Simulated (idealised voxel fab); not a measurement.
You're looking at the process module voxel released beams.
This is section cut - it's 240 nm across, gridded in 5 nm square cells.
A cross-section is a grid of square cells, given in bands from the top down. A band is one or more rows of cells. Top, bottom (nm), then materials left to right with widths (nm); lone material tagged "throughout" fills the whole band edge to edge; "empty" = empty space. Height reference: 0 = level under which incoming wafer is all one material. Lowest band: no bottom, runs on downward, e.g. "0 down". When a width is written as two numbers, as in "30 to 40", the first number is the width in the top row of cells of the band and the second is the width in its bottom row, and the width changes by the same amount from each row to the next. Where the words "identical to before" appear for a step, the cross-section shows no cell changed by that step; every cell remained as before. Empty spaces counting at least 8 cells and having no open way to the top are listed in "Sealed cavities". The notation width x height at distance is used for each, the distance being from the left edge and all three values in nm. Read whatever lies past the settings on a step's line as the simulator's own remark about the step. The "overlay nm" setting may appear on a step's line; for a step that uses a mask, it gives how far to the right of its planned position the mask lay, and a negative value indicates the left.

### The process steps that were planned are listed below
step 1: RECEIVE | material Si
step 2: CONFORMAL_DEP | material Al2O3 | thk nm 5
step 3: DIRECTIONAL_DEP | material SiO2 | thk nm 20
step 4: DIRECTIONAL_DEP | material aC | thk nm 15
step 5: PATTERN | tone open | mask id ANCHOR | material resist | width nm 45 | thk nm 35 | overlay nm 0
step 6: DIRECTIONAL_ETCH | etch materials aC | depth nm 15
step 7: STRIP | etch materials resist
step 8: DIRECTIONAL_ETCH | etch materials SiO2 | depth nm 20
step 9: STRIP | etch materials aC
step 10: CONFORMAL_DEP | material polySi | thk nm 15
step 11: MASKED_ETCH | tone cover | mask id BEAM | width nm 100 | etch materials polySi | depth nm 15 | overlay nm 0
step 12: STRIP | etch materials SiO2

### Cross-section of the wafer upon arrival, representing the state reached after step 1
> 0 down: Si throughout
> Sealed cavities: none

### The module was run from the start shown above using the plan shown above, but one mistake was made doing it; the resulting wafer cross-section is below
> 35 to 20: empty=65, polySi=20, empty=15, polySi=65, empty=75
> 20 to 5: empty=70, polySi=45, empty=125
> 5 to 0: Al2O3 throughout
> 0 down: Si throughout
> Sealed cavities: none
Plan not followed: it should be noted that step 3 was executed with settings other than those planned, the operation and settings actually applied being DIRECTIONAL_DEP | material SiO2 | thk nm 15
